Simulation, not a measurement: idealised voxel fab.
This section sets out a process module, namely voxel self aligned contacts.
Square cell edge 5 nm, section width 270 nm, ID cut.
If you're reading a cross-section in this doc, picture square cells in a grid; it comes to you as bands, top ones listed first down to the bottom, and a band can be one or more rows of cells. Quick guide to a band line: top height, bottom height (nm) up front; then every material left to right with its width in nm. Only one material and it's marked "everywhere"? Then it fills the band edge to edge. And "blank" just means empty space. Measure heights from 0. That's the level where, below it, the as-received wafer is all one material. The lowest band is bottomless and extends downward; write it as in "0 down". You'd read "30..40" like this: the band's top row of cells is as wide as the first number, its bottom row is as wide as the second, and going down, every row changes width by the same amount as the row before did. "everything unchanged" -> step changed no cross-section cell. Heads up: "Sealed-off cavities" only lists the empty pockets with no open path to the top that are 8 cells or more, and it writes them as width x height at distance, distance from the left edge, in nm. Note: text after step settings on the step line = simulator remark on that step. The line of a step may include "overlay nm". On a step with a mask, this value is how far to the right of its planned place the mask lay. A negative value means the mask lay to the left. Pairs follow: section before one process step, section after it down to the lowest changed band, step with settings underneath. Pairs may come from different runs of this module on the same starting wafer; continuity with the pair above only as stated in the "Incoming profile" entry.

Incoming profile
	0 down  Si everywhere
	Sealed-off cavities: none

Resulting Cross-Section
	0 to -5  SiO2 everywhere
	At heights below -5, the structure remains unaltered.
	Sealed-off cavities: none
Between the two cross-sections you see above, the step is OXIDIZE with depth nm 5

Incoming profile: this step begins from the cross-section that the pair just above shows after its step.

Resulting Cross-Section
	20 to 0  polySi everywhere
	At heights below 0, the structure remains unaltered.
	Sealed-off cavities: none
Between the two cross-sections you see above, the step is DIRECTIONAL_DEP with material polySi, thk nm 20

Incoming profile: this step begins from the cross-section that the pair just above shows after its step.

Resulting Cross-Section
	40 to 20  SiN everywhere
	At heights below 20, the structure remains unaltered.
	Sealed-off cavities: none
Between the two cross-sections you see above, the step is DIRECTIONAL_DEP with material SiN, thk nm 20

Incoming profile: this step begins from the cross-section that the pair just above shows after its step.

Resulting Cross-Section
	40 to 20  blank: 90  SiN: 25  blank: 35  SiN: 25  blank: 95
	At heights below 20, the structure remains unaltered.
	Sealed-off cavities: none
Between the two cross-sections you see above, the step is MASKED_ETCH with tone cover, mask id GATE, width nm 25, pitch nm 60, etch materials SiN, depth nm 20, overlay nm 0

Incoming profile: this step begins from the cross-section that the pair just above shows after its step.

Resulting Cross-Section
	40 to 20  blank: 90  SiN: 25  blank: 35  SiN: 25  blank: 95
	20 to 0  blank: 90  polySi: 25  blank: 35  polySi: 25  blank: 95
	At heights below 0, the structure remains unaltered.
	Sealed-off cavities: none
Between the two cross-sections you see above, the step is MASKED_ETCH with tone cover, mask id GATE, width nm 25, pitch nm 60, etch materials polySi, depth nm 20, overlay nm 0

Incoming profile: this step begins from the cross-section that the pair just above shows after its step.

Resulting Cross-Section
	45 to 20  blank: 85  SiN: 35  blank: 25  SiN: 35  blank: 90
	20 to 5  blank: 85  SiN: 5  polySi: 25  SiN: 5  blank: 25  SiN: 5  polySi: 25  SiN: 5  blank: 90
	5 to 0  SiN: 90  polySi: 25  SiN: 35  polySi: 25  SiN: 95
	At heights below 0, the structure remains unaltered.
	Sealed-off cavities: none
Between the two cross-sections you see above, the step is CONFORMAL_DEP with material SiN, thk nm 5

Incoming profile: this step begins from the cross-section that the pair just above shows after its step.

Resulting Cross-Section
	40 to 20  blank: 85  SiN: 35  blank: 25  SiN: 35  blank: 90
	20 to 0  blank: 85  SiN: 5  polySi: 25  SiN: 5  blank: 25  SiN: 5  polySi: 25  SiN: 5  blank: 90
	At heights below 0, the structure remains unaltered.
	Sealed-off cavities: none
Between the two cross-sections you see above, the step is DIRECTIONAL_ETCH with etch materials SiN, depth nm 5

Incoming profile: this step begins from the cross-section that the pair just above shows after its step.

Resulting Cross-Section
	50 to 40  SiO2 everywhere
	40 to 20  SiO2: 85  SiN: 35  SiO2: 25  SiN: 35  SiO2: 90
	20 to 0  SiO2: 85  SiN: 5  polySi: 25  SiN: 5  SiO2: 25  SiN: 5  polySi: 25  SiN: 5  SiO2: 90
	At heights below 0, the structure remains unaltered.
	Sealed-off cavities: none
Between the two cross-sections you see above, the step is FILL_DEP with material SiO2, thk nm 10

Incoming profile: this step begins from the cross-section that the pair just above shows after its step.

Resulting Cross-Section
	45 to 40  SiO2 everywhere
	At heights below 40, the structure remains unaltered.
	Sealed-off cavities: none
Between the two cross-sections you see above, the step is CMP with height nm 45

Incoming profile: this step begins from the cross-section that the pair just above shows after its step.

Resulting Cross-Section
	60 to 45  resist: 110  blank: 45  resist: 115
	At heights below 45, the structure remains unaltered.
	Sealed-off cavities: none
Between the two cross-sections you see above, the step is PATTERN with tone open, mask id CONTACT, material resist, width nm 45, thk nm 15, overlay nm 0

Incoming profile: this step begins from the cross-section that the pair just above shows after its step.

Resulting Cross-Section
	60 to 45  resist: 110  blank: 45  resist: 115
	45 to 40  SiO2: 110  blank: 45  SiO2: 115
	40 to 20  SiO2: 85  SiN: 35  blank: 25  SiN: 35  SiO2: 90
	20 to 0  SiO2: 85  SiN: 5  polySi: 25  SiN: 5  blank: 25  SiN: 5  polySi: 25  SiN: 5  SiO2: 90
	0 to -5  SiO2: 120  blank: 25  SiO2: 125
	At heights below -5, the structure remains unaltered.
	Sealed-off cavities: none
Between the two cross-sections you see above, the step is DIRECTIONAL_ETCH with etch materials SiO2, depth nm 50

Incoming profile: this step begins from the cross-section that the pair just above shows after its step.

Resulting Cross-Section
	45 to 40  SiO2: 110  blank: 45  SiO2: 115
	At heights below 40, the structure remains unaltered.
	Sealed-off cavities: none
Between the two cross-sections you see above, the step is STRIP with etch materials resist

Incoming profile: this step begins from the cross-section that the pair just above shows after its step.

Resulting Cross-Section
	50 to 45  TiN: 115  blank: 35  TiN: 120
	45 to 40  SiO2: 110  TiN: 15  blank: 15  TiN: 15  SiO2: 115
	40 to 20  SiO2: 85  SiN: 35  TiN: 5  blank: 15  TiN: 5  SiN: 35  SiO2: 90
	20 to 0  SiO2: 85  SiN: 5  polySi: 25  SiN: 5  TiN: 5  blank: 15  TiN: 5  SiN: 5  polySi: 25  SiN: 5  SiO2: 90
	0 to -5  SiO2: 120  TiN: 25  SiO2: 125
	At heights below -5, the structure remains unaltered.
	Sealed-off cavities: none
Between the two cross-sections you see above, the step is CONFORMAL_DEP with material TiN, thk nm 5

Incoming profile: this step begins from the cross-section that the pair just above shows after its step.

Resulting Cross-Section
	55 to 50  W everywhere
	50 to 45  TiN: 115  W: 35  TiN: 120
	45 to 40  SiO2: 110  TiN: 15  W: 15  TiN: 15  SiO2: 115
	40 to 20  SiO2: 85  SiN: 35  TiN: 5  W: 15  TiN: 5  SiN: 35  SiO2: 90
	20 to 0  SiO2: 85  SiN: 5  polySi: 25  SiN: 5  TiN: 5  W: 15  TiN: 5  SiN: 5  polySi: 25  SiN: 5  SiO2: 90
	At heights below 0, the structure remains unaltered.
	Sealed-off cavities: none
Between the two cross-sections you see above, the step is FILL_DEP with material W, thk nm 5

Incoming profile: this step begins from the cross-section that the pair just above shows after its step.

Resulting Cross-Section
	45 to 40  SiO2: 110  TiN: 15  W: 15  TiN: 15  SiO2: 115
	At heights below 40, the structure remains unaltered.
	Sealed-off cavities: none
Between the two cross-sections you see above, the step is CMP with height nm 45

Incoming profile: this step begins from the cross-section that the pair just above shows after its step.

Resulting Cross-Section
	50 to 45  SiCN everywhere
	At heights below 45, the structure remains unaltered.
	Sealed-off cavities: none
Between the two cross-sections you see above, the step is CONFORMAL_DEP with material SiCN, thk nm 5

Incoming profile
	0 down  Si everywhere
	Sealed-off cavities: none

Resulting Cross-Section
	20 to 0  polySi everywhere
	At heights below 0, the structure remains unaltered.
	Sealed-off cavities: none
Between the two cross-sections you see above, the step is DIRECTIONAL_DEP with material polySi, thk nm 20

Incoming profile: this step begins from the cross-section that the pair just above shows after its step.

Resulting Cross-Section
	40 to 20  SiN everywhere
	At heights below 20, the structure remains unaltered.
	Sealed-off cavities: none
Between the two cross-sections you see above, the step is DIRECTIONAL_DEP with material SiN, thk nm 20

Incoming profile: this step begins from the cross-section that the pair just above shows after its step.

Resulting Cross-Section
	40 to 20  blank: 90  SiN: 25  blank: 35  SiN: 25  blank: 95
	At heights below 20, the structure remains unaltered.
	Sealed-off cavities: none
Between the two cross-sections you see above, the step is MASKED_ETCH with tone cover, mask id GATE, width nm 25, pitch nm 60, etch materials SiN, depth nm 20, overlay nm 0

Incoming profile: this step begins from the cross-section that the pair just above shows after its step.

Resulting Cross-Section
	40 to 20  blank: 90  SiN: 25  blank: 35  SiN: 25  blank: 95
	20 to 0  blank: 90  polySi: 25  blank: 35  polySi: 25  blank: 95
	At heights below 0, the structure remains unaltered.
	Sealed-off cavities: none
Between the two cross-sections you see above, the step is MASKED_ETCH with tone cover, mask id GATE, width nm 25, pitch nm 60, etch materials polySi, depth nm 20, overlay nm 0

Incoming profile: this step begins from the cross-section that the pair just above shows after its step.

Resulting Cross-Section
	45 to 20  blank: 85  SiN: 35  blank: 25  SiN: 35  blank: 90
	20 to 5  blank: 85  SiN: 5  polySi: 25  SiN: 5  blank: 25  SiN: 5  polySi: 25  SiN: 5  blank: 90
	5 to 0  SiN: 90  polySi: 25  SiN: 35  polySi: 25  SiN: 95
	At heights below 0, the structure remains unaltered.
	Sealed-off cavities: none
Between the two cross-sections you see above, the step is CONFORMAL_DEP with material SiN, thk nm 5

Incoming profile: this step begins from the cross-section that the pair just above shows after its step.

Resulting Cross-Section
	40 to 20  blank: 85  SiN: 35  blank: 25  SiN: 35  blank: 90
	20 to 0  blank: 85  SiN: 5  polySi: 25  SiN: 5  blank: 25  SiN: 5  polySi: 25  SiN: 5  blank: 90
	At heights below 0, the structure remains unaltered.
	Sealed-off cavities: none
Between the two cross-sections you see above, the step is DIRECTIONAL_ETCH with etch materials SiN, depth nm 5

Incoming profile: this step begins from the cross-section that the pair just above shows after its step.

Resulting Cross-Section
	50 to 40  SiO2 everywhere
	40 to 20  SiO2: 85  SiN: 35  SiO2: 25  SiN: 35  SiO2: 90
	20 to 0  SiO2: 85  SiN: 5  polySi: 25  SiN: 5  SiO2: 25  SiN: 5  polySi: 25  SiN: 5  SiO2: 90
	At heights below 0, the structure remains unaltered.
	Sealed-off cavities: none
Between the two cross-sections you see above, the step is FILL_DEP with material SiO2, thk nm 10

Incoming profile: this step begins from the cross-section that the pair just above shows after its step.

Resulting Cross-Section
	45 to 40  SiO2 everywhere
	At heights below 40, the structure remains unaltered.
	Sealed-off cavities: none
Between the two cross-sections you see above, the step is CMP with height nm 45

Incoming profile: this step begins from the cross-section that the pair just above shows after its step.

Resulting Cross-Section
	60 to 45  resist: 110  blank: 45  resist: 115
	At heights below 45, the structure remains unaltered.
	Sealed-off cavities: none
Between the two cross-sections you see above, the step is PATTERN with tone open, mask id CONTACT, material resist, width nm 45, thk nm 15, overlay nm 0

Incoming profile: this step begins from the cross-section that the pair just above shows after its step.

Resulting Cross-Section
	60 to 45  resist: 110  blank: 45  resist: 115
	45 to 40  SiO2: 110  blank: 45  SiO2: 115
	40 to 20  SiO2: 85  SiN: 35  blank: 25  SiN: 35  SiO2: 90
	20 to 0  SiO2: 85  SiN: 5  polySi: 25  SiN: 5  blank: 25  SiN: 5  polySi: 25  SiN: 5  SiO2: 90
	At heights below 0, the structure remains unaltered.
	Sealed-off cavities: none
Between the two cross-sections you see above, the step is DIRECTIONAL_ETCH with etch materials SiO2, depth nm 50

Incoming profile: this step begins from the cross-section that the pair just above shows after its step.

Resulting Cross-Section
	45 to 40  SiO2: 110  blank: 45  SiO2: 115
	At heights below 40, the structure remains unaltered.
	Sealed-off cavities: none
Between the two cross-sections you see above, the step is STRIP with etch materials resist

Incoming profile: this step begins from the cross-section that the pair just above shows after its step.

Resulting Cross-Section
	50 to 45  TiN: 115  blank: 35  TiN: 120
	45 to 40  SiO2: 110  TiN: 15  blank: 15  TiN: 15  SiO2: 115
	40 to 20  SiO2: 85  SiN: 35  TiN: 5  blank: 15  TiN: 5  SiN: 35  SiO2: 90
	20 to 5  SiO2: 85  SiN: 5  polySi: 25  SiN: 5  TiN: 5  blank: 15  TiN: 5  SiN: 5  polySi: 25  SiN: 5  SiO2: 90
	5 to 0  SiO2: 85  SiN: 5  polySi: 25  SiN: 5  TiN: 25  SiN: 5  polySi: 25  SiN: 5  SiO2: 90
	At heights below 0, the structure remains unaltered.
	Sealed-off cavities: none
Between the two cross-sections you see above, the step is CONFORMAL_DEP with material TiN, thk nm 5

Incoming profile: this step begins from the cross-section that the pair just above shows after its step.

Resulting Cross-Section
	55 to 50  W everywhere
	50 to 45  TiN: 115  W: 35  TiN: 120
	45 to 40  SiO2: 110  TiN: 15  W: 15  TiN: 15  SiO2: 115
	40 to 20  SiO2: 85  SiN: 35  TiN: 5  W: 15  TiN: 5  SiN: 35  SiO2: 90
	20 to 5  SiO2: 85  SiN: 5  polySi: 25  SiN: 5  TiN: 5  W: 15  TiN: 5  SiN: 5  polySi: 25  SiN: 5  SiO2: 90
	At heights below 5, the structure remains unaltered.
	Sealed-off cavities: none
Between the two cross-sections you see above, the step is FILL_DEP with material W, thk nm 5

Incoming profile: this step begins from the cross-section that the pair just above shows after its step.

Resulting Cross-Section
	45 to 40  SiO2: 110  TiN: 15  W: 15  TiN: 15  SiO2: 115
	At heights below 40, the structure remains unaltered.
	Sealed-off cavities: none
Between the two cross-sections you see above, the step is CMP with height nm 45

Incoming profile: this step begins from the cross-section that the pair just above shows after its step.

Resulting Cross-Section
	50 to 45  SiCN everywhere
	At heights below 45, the structure remains unaltered.
	Sealed-off cavities: none
Between the two cross-sections you see above, the step is CONFORMAL_DEP with material SiCN, thk nm 5

Incoming profile
	40 to 20  SiN everywhere
	20 to 0  polySi everywhere
	0 to -5  SiO2 everywhere
	-5 down  Si everywhere
	Sealed-off cavities: none

Resulting Cross-Section
	60 to 20  SiN everywhere
	At heights below 20, the structure remains unaltered.
	Sealed-off cavities: none
Between the two cross-sections you see above, the step is DIRECTIONAL_DEP with material SiN, thk nm 20

Incoming profile: this step begins from the cross-section that the pair just above shows after its step.

Resulting Cross-Section
	60 to 40  blank: 90  SiN: 25  blank: 35  SiN: 25  blank: 95
	At heights below 40, the structure remains unaltered.
	Sealed-off cavities: none
Between the two cross-sections you see above, the step is MASKED_ETCH with tone cover, mask id GATE, width nm 25, pitch nm 60, etch materials SiN, depth nm 20, overlay nm 0

Incoming profile: this step begins from the cross-section that the pair just above shows after its step.

Resulting Cross-Section
	65 to 45  blank: 85  SiN: 35  blank: 25  SiN: 35  blank: 90
	45 to 20  SiN everywhere
	At heights below 20, the structure remains unaltered.
	Sealed-off cavities: none
Between the two cross-sections you see above, the step is CONFORMAL_DEP with material SiN, thk nm 5

Incoming profile: this step begins from the cross-section that the pair just above shows after its step.

Resulting Cross-Section
	60 to 40  blank: 85  SiN: 35  blank: 25  SiN: 35  blank: 90
	At heights below 40, the structure remains unaltered.
	Sealed-off cavities: none
Between the two cross-sections you see above, the step is DIRECTIONAL_ETCH with etch materials SiN, depth nm 5

Incoming profile: this step begins from the cross-section that the pair just above shows after its step.

Resulting Cross-Section
	70 to 60  SiO2 everywhere
	60 to 40  SiO2: 85  SiN: 35  SiO2: 25  SiN: 35  SiO2: 90
	At heights below 40, the structure remains unaltered.
	Sealed-off cavities: none
Between the two cross-sections you see above, the step is FILL_DEP with material SiO2, thk nm 10

Incoming profile: this step begins from the cross-section that the pair just above shows after its step.

Resulting Cross-Section
	45 to 40  SiO2: 85  SiN: 35  SiO2: 25  SiN: 35  SiO2: 90
	At heights below 40, the structure remains unaltered.
	Sealed-off cavities: none
Between the two cross-sections you see above, the step is CMP with height nm 45

Incoming profile: this step begins from the cross-section that the pair just above shows after its step.

Resulting Cross-Section
	60 to 45  resist: 110  blank: 45  resist: 115
	At heights below 45, the structure remains unaltered.
	Sealed-off cavities: none
Between the two cross-sections you see above, the step is PATTERN with tone open, mask id CONTACT, material resist, width nm 45, thk nm 15, overlay nm 0

Incoming profile: this step begins from the cross-section that the pair just above shows after its step.

Resulting Cross-Section
	60 to 45  resist: 110  blank: 45  resist: 115
	45 to 40  SiO2: 85  SiN: 35  blank: 25  SiN: 35  SiO2: 90
	At heights below 40, the structure remains unaltered.
	Sealed-off cavities: none
Between the two cross-sections you see above, the step is DIRECTIONAL_ETCH with etch materials SiO2, depth nm 50

Incoming profile: this step begins from the cross-section that the pair just above shows after its step.

Resulting Cross-Section
	45 to 40  SiO2: 85  SiN: 35  blank: 25  SiN: 35  SiO2: 90
	At heights below 40, the structure remains unaltered.
	Sealed-off cavities: none
Between the two cross-sections you see above, the step is STRIP with etch materials resist

Incoming profile: this step begins from the cross-section that the pair just above shows after its step.

Resulting Cross-Section
	50 to 45  TiN: 125  blank: 15  TiN: 130
	45 to 40  SiO2: 85  SiN: 35  TiN: 25  SiN: 35  SiO2: 90
	At heights below 40, the structure remains unaltered.
	Sealed-off cavities: none
Between the two cross-sections you see above, the step is CONFORMAL_DEP with material TiN, thk nm 5

Incoming profile: this step begins from the cross-section that the pair just above shows after its step.

Resulting Cross-Section
	55 to 50  W everywhere
	50 to 45  TiN: 125  W: 15  TiN: 130
	At heights below 45, the structure remains unaltered.
	Sealed-off cavities: none
Between the two cross-sections you see above, the step is FILL_DEP with material W, thk nm 5

Incoming profile: this step begins from the cross-section that the pair just above shows after its step.

Resulting Cross-Section
	45 to 40  SiO2: 85  SiN: 35  TiN: 25  SiN: 35  SiO2: 90
	At heights below 40, the structure remains unaltered.
	Sealed-off cavities: none
Between the two cross-sections you see above, the step is CMP with height nm 45

Incoming profile: this step begins from the cross-section that the pair just above shows after its step.

Resulting Cross-Section
	50 to 45  SiCN everywhere
	At heights below 45, the structure remains unaltered.
	Sealed-off cavities: none
Between the two cross-sections you see above, the step is CONFORMAL_DEP with material SiCN, thk nm 5

Incoming profile
	20 to 0  polySi everywhere
	0 down  Si everywhere
	Sealed-off cavities: none

Resulting Cross-Section
	20 to 15  SiO2 everywhere
	At heights below 15, the structure remains unaltered.
	Sealed-off cavities: none
Between the two cross-sections you see above, the step is OXIDIZE with depth nm 5

Incoming profile: this step begins from the cross-section that the pair just above shows after its step.

Resulting Cross-Section
	40 to 20  SiN everywhere
	At heights below 20, the structure remains unaltered.
	Sealed-off cavities: none
Between the two cross-sections you see above, the step is DIRECTIONAL_DEP with material SiN, thk nm 20

Incoming profile: this step begins from the cross-section that the pair just above shows after its step.

Resulting Cross-Section
	40 to 20  blank: 90  SiN: 25  blank: 35  SiN: 25  blank: 95
	At heights below 20, the structure remains unaltered.
	Sealed-off cavities: none
Between the two cross-sections you see above, the step is MASKED_ETCH with tone cover, mask id GATE, width nm 25, pitch nm 60, etch materials SiN, depth nm 20, overlay nm 0

Incoming profile: this step begins from the cross-section that the pair just above shows after its step.

Resulting Cross-Section
	45 to 25  blank: 85  SiN: 35  blank: 25  SiN: 35  blank: 90
	25 to 20  SiN everywhere
	At heights below 20, the structure remains unaltered.
	Sealed-off cavities: none
Between the two cross-sections you see above, the step is CONFORMAL_DEP with material SiN, thk nm 5

Incoming profile: this step begins from the cross-section that the pair just above shows after its step.

Resulting Cross-Section
	40 to 20  blank: 85  SiN: 35  blank: 25  SiN: 35  blank: 90
	At heights below 20, the structure remains unaltered.
	Sealed-off cavities: none
Between the two cross-sections you see above, the step is DIRECTIONAL_ETCH with etch materials SiN, depth nm 5

Incoming profile: this step begins from the cross-section that the pair just above shows after its step.

Resulting Cross-Section
	50 to 40  SiO2 everywhere
	40 to 20  SiO2: 85  SiN: 35  SiO2: 25  SiN: 35  SiO2: 90
	At heights below 20, the structure remains unaltered.
	Sealed-off cavities: none
Between the two cross-sections you see above, the step is FILL_DEP with material SiO2, thk nm 10

Incoming profile: this step begins from the cross-section that the pair just above shows after its step.

Resulting Cross-Section
	45 to 40  SiO2 everywhere
	At heights below 40, the structure remains unaltered.
	Sealed-off cavities: none
Between the two cross-sections you see above, the step is CMP with height nm 45

Incoming profile: this step begins from the cross-section that the pair just above shows after its step.

Resulting Cross-Section
	60 to 45  resist: 110  blank: 45  resist: 115
	At heights below 45, the structure remains unaltered.
	Sealed-off cavities: none
Between the two cross-sections you see above, the step is PATTERN with tone open, mask id CONTACT, material resist, width nm 45, thk nm 15, overlay nm 0

Incoming profile: this step begins from the cross-section that the pair just above shows after its step.

Resulting Cross-Section
	60 to 45  resist: 110  blank: 45  resist: 115
	45 to 40  SiO2: 110  blank: 45  SiO2: 115
	40 to 20  SiO2: 85  SiN: 35  blank: 25  SiN: 35  SiO2: 90
	20 to 15  SiO2: 120  blank: 25  SiO2: 125
	At heights below 15, the structure remains unaltered.
	Sealed-off cavities: none
Between the two cross-sections you see above, the step is DIRECTIONAL_ETCH with etch materials SiO2, depth nm 50

Incoming profile: this step begins from the cross-section that the pair just above shows after its step.

Resulting Cross-Section
	45 to 40  SiO2: 110  blank: 45  SiO2: 115
	At heights below 40, the structure remains unaltered.
	Sealed-off cavities: none
Between the two cross-sections you see above, the step is STRIP with etch materials resist

Incoming profile: this step begins from the cross-section that the pair just above shows after its step.

Resulting Cross-Section
	50 to 45  TiN: 115  blank: 35  TiN: 120
	45 to 40  SiO2: 110  TiN: 15  blank: 15  TiN: 15  SiO2: 115
	40 to 20  SiO2: 85  SiN: 35  TiN: 5  blank: 15  TiN: 5  SiN: 35  SiO2: 90
	20 to 15  SiO2: 120  TiN: 25  SiO2: 125
	At heights below 15, the structure remains unaltered.
	Sealed-off cavities: none
Between the two cross-sections you see above, the step is CONFORMAL_DEP with material TiN, thk nm 5

Incoming profile: this step begins from the cross-section that the pair just above shows after its step.

Resulting Cross-Section
	55 to 50  W everywhere
	50 to 45  TiN: 115  W: 35  TiN: 120
	45 to 40  SiO2: 110  TiN: 15  W: 15  TiN: 15  SiO2: 115
	40 to 20  SiO2: 85  SiN: 35  TiN: 5  W: 15  TiN: 5  SiN: 35  SiO2: 90
	At heights below 20, the structure remains unaltered.
	Sealed-off cavities: none
Between the two cross-sections you see above, the step is FILL_DEP with material W, thk nm 5

Incoming profile: this step begins from the cross-section that the pair just above shows after its step.

Resulting Cross-Section
	45 to 40  SiO2: 110  TiN: 15  W: 15  TiN: 15  SiO2: 115
	At heights below 40, the structure remains unaltered.
	Sealed-off cavities: none
Between the two cross-sections you see above, the step is CMP with height nm 45

Incoming profile: this step begins from the cross-section that the pair just above shows after its step.

Resulting Cross-Section
	50 to 45  SiCN everywhere
	At heights below 45, the structure remains unaltered.
	Sealed-off cavities: none
Between the two cross-sections you see above, the step is CONFORMAL_DEP with material SiCN, thk nm 5

Incoming profile
	0 to -5  SiO2 everywhere
	-5 down  Si everywhere
	Sealed-off cavities: none

Resulting Cross-Section
	30 to 0  polySi everywhere
	At heights below 0, the structure remains unaltered.
	Sealed-off cavities: none
Between the two cross-sections you see above, the step is DIRECTIONAL_DEP with material polySi, thk nm 30

Incoming profile: this step begins from the cross-section that the pair just above shows after its step.

Resulting Cross-Section
	50 to 30  SiN everywhere
	At heights below 30, the structure remains unaltered.
	Sealed-off cavities: none
Between the two cross-sections you see above, the step is DIRECTIONAL_DEP with material SiN, thk nm 20

Incoming profile: this step begins from the cross-section that the pair just above shows after its step.

Resulting Cross-Section
	50 to 30  blank: 90  SiN: 25  blank: 35  SiN: 25  blank: 95
	At heights below 30, the structure remains unaltered.
	Sealed-off cavities: none
Between the two cross-sections you see above, the step is MASKED_ETCH with tone cover, mask id GATE, width nm 25, pitch nm 60, etch materials SiN, depth nm 20, overlay nm 0

Incoming profile: this step begins from the cross-section that the pair just above shows after its step.

Resulting Cross-Section
	50 to 30  blank: 90  SiN: 25  blank: 35  SiN: 25  blank: 95
	30 to 10  blank: 90  polySi: 25  blank: 35  polySi: 25  blank: 95
	At heights below 10, the structure remains unaltered.
	Sealed-off cavities: none
Between the two cross-sections you see above, the step is MASKED_ETCH with tone cover, mask id GATE, width nm 25, pitch nm 60, etch materials polySi, depth nm 20, overlay nm 0

Incoming profile: this step begins from the cross-section that the pair just above shows after its step.

Resulting Cross-Section
	55 to 30  blank: 85  SiN: 35  blank: 25  SiN: 35  blank: 90
	30 to 15  blank: 85  SiN: 5  polySi: 25  SiN: 5  blank: 25  SiN: 5  polySi: 25  SiN: 5  blank: 90
	15 to 10  SiN: 90  polySi: 25  SiN: 35  polySi: 25  SiN: 95
	At heights below 10, the structure remains unaltered.
	Sealed-off cavities: none
Between the two cross-sections you see above, the step is CONFORMAL_DEP with material SiN, thk nm 5

Incoming profile: this step begins from the cross-section that the pair just above shows after its step.

Resulting Cross-Section
	50 to 30  blank: 85  SiN: 35  blank: 25  SiN: 35  blank: 90
	30 to 10  blank: 85  SiN: 5  polySi: 25  SiN: 5  blank: 25  SiN: 5  polySi: 25  SiN: 5  blank: 90
	At heights below 10, the structure remains unaltered.
	Sealed-off cavities: none
Between the two cross-sections you see above, the step is DIRECTIONAL_ETCH with etch materials SiN, depth nm 5

Incoming profile: this step begins from the cross-section that the pair just above shows after its step.

Resulting Cross-Section
	60 to 50  SiO2 everywhere
	50 to 30  SiO2: 85  SiN: 35  SiO2: 25  SiN: 35  SiO2: 90
	30 to 10  SiO2: 85  SiN: 5  polySi: 25  SiN: 5  SiO2: 25  SiN: 5  polySi: 25  SiN: 5  SiO2: 90
	At heights below 10, the structure remains unaltered.
	Sealed-off cavities: none
Between the two cross-sections you see above, the step is FILL_DEP with material SiO2, thk nm 10

Incoming profile: this step begins from the cross-section that the pair just above shows after its step.

Resulting Cross-Section
	45 to 30  SiO2: 85  SiN: 35  SiO2: 25  SiN: 35  SiO2: 90
	At heights below 30, the structure remains unaltered.
	Sealed-off cavities: none
Between the two cross-sections you see above, the step is CMP with height nm 45

Incoming profile: this step begins from the cross-section that the pair just above shows after its step.

Resulting Cross-Section
	60 to 45  resist: 110  blank: 45  resist: 115
	At heights below 45, the structure remains unaltered.
	Sealed-off cavities: none
Between the two cross-sections you see above, the step is PATTERN with tone open, mask id CONTACT, material resist, width nm 45, thk nm 15, overlay nm 0

Incoming profile: this step begins from the cross-section that the pair just above shows after its step.

Resulting Cross-Section
	60 to 45  resist: 110  blank: 45  resist: 115
	45 to 30  SiO2: 85  SiN: 35  blank: 25  SiN: 35  SiO2: 90
	30 to 10  SiO2: 85  SiN: 5  polySi: 25  SiN: 5  blank: 25  SiN: 5  polySi: 25  SiN: 5  SiO2: 90
	At heights below 10, the structure remains unaltered.
	Sealed-off cavities: none
Between the two cross-sections you see above, the step is DIRECTIONAL_ETCH with etch materials SiO2, depth nm 50

Incoming profile: this step begins from the cross-section that the pair just above shows after its step.

Resulting Cross-Section
	45 to 30  SiO2: 85  SiN: 35  blank: 25  SiN: 35  SiO2: 90
	At heights below 30, the structure remains unaltered.
	Sealed-off cavities: none
Between the two cross-sections you see above, the step is STRIP with etch materials resist

Incoming profile: this step begins from the cross-section that the pair just above shows after its step.

Resulting Cross-Section
	50 to 45  TiN: 125  blank: 15  TiN: 130
	45 to 30  SiO2: 85  SiN: 35  TiN: 5  blank: 15  TiN: 5  SiN: 35  SiO2: 90
	30 to 15  SiO2: 85  SiN: 5  polySi: 25  SiN: 5  TiN: 5  blank: 15  TiN: 5  SiN: 5  polySi: 25  SiN: 5  SiO2: 90
	15 to 10  SiO2: 85  SiN: 5  polySi: 25  SiN: 5  TiN: 25  SiN: 5  polySi: 25  SiN: 5  SiO2: 90
	At heights below 10, the structure remains unaltered.
	Sealed-off cavities: none
Between the two cross-sections you see above, the step is CONFORMAL_DEP with material TiN, thk nm 5

Incoming profile: this step begins from the cross-section that the pair just above shows after its step.

Resulting Cross-Section
	55 to 50  W everywhere
	50 to 45  TiN: 125  W: 15  TiN: 130
	45 to 30  SiO2: 85  SiN: 35  TiN: 5  W: 15  TiN: 5  SiN: 35  SiO2: 90
	30 to 15  SiO2: 85  SiN: 5  polySi: 25  SiN: 5  TiN: 5  W: 15  TiN: 5  SiN: 5  polySi: 25  SiN: 5  SiO2: 90
	At heights below 15, the structure remains unaltered.
	Sealed-off cavities: none
Between the two cross-sections you see above, the step is FILL_DEP with material W, thk nm 5

Incoming profile: this step begins from the cross-section that the pair just above shows after its step.

Resulting Cross-Section
	45 to 30  SiO2: 85  SiN: 35  TiN: 5  W: 15  TiN: 5  SiN: 35  SiO2: 90
	At heights below 30, the structure remains unaltered.
	Sealed-off cavities: none
Between the two cross-sections you see above, the step is CMP with height nm 45

Incoming profile: this step begins from the cross-section that the pair just above shows after its step.

Resulting Cross-Section
	50 to 45  SiCN everywhere
	At heights below 45, the structure remains unaltered.
	Sealed-off cavities: none
Between the two cross-sections you see above, the step is CONFORMAL_DEP with material SiCN, thk nm 5

Incoming profile
	45 to 40  SiO2 everywhere
	40 to 20  SiO2: 85  SiN: 35  SiO2: 25  SiN: 35  SiO2: 90
	20 to 0  SiO2: 85  SiN: 5  polySi: 25  SiN: 5  SiO2: 25  SiN: 5  polySi: 25  SiN: 5  SiO2: 90
	0 to -5  SiO2 everywhere
	-5 down  Si everywhere
	Sealed-off cavities: none

Resulting Cross-Section
	60 to 45  resist: 105  blank: 55  resist: 110
	At heights below 45, the structure remains unaltered.
	Sealed-off cavities: none
Between the two cross-sections you see above, the step is PATTERN with tone open, mask id CONTACT, material resist, width nm 55, thk nm 15, overlay nm 0

Incoming profile: this step begins from the cross-section that the pair just above shows after its step.

Resulting Cross-Section
	60 to 45  resist: 105  blank: 55  resist: 110
	45 to 40  SiO2: 105  blank: 55  SiO2: 110
	40 to 20  SiO2: 85  SiN: 35  blank: 25  SiN: 35  SiO2: 90
	20 to 0  SiO2: 85  SiN: 5  polySi: 25  SiN: 5  blank: 25  SiN: 5  polySi: 25  SiN: 5  SiO2: 90
	0 to -5  SiO2: 120  blank: 25  SiO2: 125
	At heights below -5, the structure remains unaltered.
	Sealed-off cavities: none
Between the two cross-sections you see above, the step is DIRECTIONAL_ETCH with etch materials SiO2, depth nm 50

Incoming profile: this step begins from the cross-section that the pair just above shows after its step.

Resulting Cross-Section
	45 to 40  SiO2: 105  blank: 55  SiO2: 110
	At heights below 40, the structure remains unaltered.
	Sealed-off cavities: none
Between the two cross-sections you see above, the step is STRIP with etch materials resist
